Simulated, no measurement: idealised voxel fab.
process module | voxel trench capacitor
cross-section cut | 230 nm wide | cells 5 nm
A cross-section is a grid of square cells, given in bands from the top down. A band is one or more rows of cells.
Each band's line starts with the height of the band's top and of its bottom, in nm. Then come its materials from left to right, each with its width in nm. One material with "throughout" fills the band from edge to edge. "air" is empty space.
Height 0 is the level under which the wafer as received is all one material. The lowest band goes on downwards, as in "0 down".
A width such as "30 to 40" changes by the same amount from each row of cells to the next, from the band's top row to its bottom row.
"no change" after a step means that no cell of the cross-section changed.
closed voids: empty space of 8 cells or more with no open way to the top, each as width x height at its distance from the left edge, in nm
after a step's settings: what the simulator itself notes on the step
overlay nm, on a step with a mask: how far to the right of its planned place the mask lay; to the left if negative
plan
1 op RECEIVE | material Si
2 op CONFORMAL_DEP | material SiN | thk nm 5
3 op MASKED_ETCH | tone open | mask id TRENCH | width nm 15 | pitch nm 30 | etch materials SiN | depth nm 5 | overlay nm 0
4 op MASKED_ETCH | tone open | mask id TRENCH | width nm 15 | pitch nm 30 | etch materials Si | depth nm 35 | overlay nm 0
5 op CONFORMAL_DEP | material Al2O3 | thk nm 5
6 op FILL_DEP | material polySi | thk nm 5
7 op CMP | height nm -5
varied across the wafers: height nm of step 7. The plan shows the first wafer's value. All wafers start alike
first wafer as received, after step 1
  0 down: Si throughout
  closed voids: none
first wafer at the end, after step 7
  -5 to -30: Si 60 | Al2O3 5 | polySi 5 | Al2O3 5 | Si 15 | Al2O3 5 | polySi 5 | Al2O3 5 | Si 15 | Al2O3 5 | polySi 5 | Al2O3 5 | Si 15 | Al2O3 5 | polySi 5 | Al2O3 5 | Si 65
  -30 to -35: Si 60 | Al2O3 15 | Si 15 | Al2O3 15 | Si 15 | Al2O3 15 | Si 15 | Al2O3 15 | Si 65
  -35 down: Si throughout
  closed voids: none
last wafer at the end
  15 to 10: polySi throughout
  10 to 5: Al2O3 65 | polySi 5 | Al2O3 25 | polySi 5 | Al2O3 25 | polySi 5 | Al2O3 25 | polySi 5 | Al2O3 70
  5 to 0: SiN 60 | Al2O3 5 | polySi 5 | Al2O3 5 | SiN 15 | Al2O3 5 | polySi 5 | Al2O3 5 | SiN 15 | Al2O3 5 | polySi 5 | Al2O3 5 | SiN 15 | Al2O3 5 | polySi 5 | Al2O3 5 | SiN 65
  0 to -30: Si 60 | Al2O3 5 | polySi 5 | Al2O3 5 | Si 15 | Al2O3 5 | polySi 5 | Al2O3 5 | Si 15 | Al2O3 5 | polySi 5 | Al2O3 5 | Si 15 | Al2O3 5 | polySi 5 | Al2O3 5 | Si 65
  -30 to -35: Si 60 | Al2O3 15 | Si 15 | Al2O3 15 | Si 15 | Al2O3 15 | Si 15 | Al2O3 15 | Si 65
  -35 down: Si throughout
  closed voids: none
each wafer at the end: cells of each material gained (+) or lost (-) since it was received, then its closed voids
height nm -5 | +52 Al2O3 | -118 Si | +20 polySi | closed voids: none
height nm 0 | +60 Al2O3 | -84 Si | +24 polySi | closed voids: none
height nm 5 | +68 Al2O3 | -84 Si | +34 SiN | +28 polySi | closed voids: none
height nm 10 | +110 Al2O3 | -84 Si | +34 SiN | +32 polySi | closed voids: none
height nm 15 | +110 Al2O3 | -84 Si | +34 SiN | +78 polySi | closed voids: none
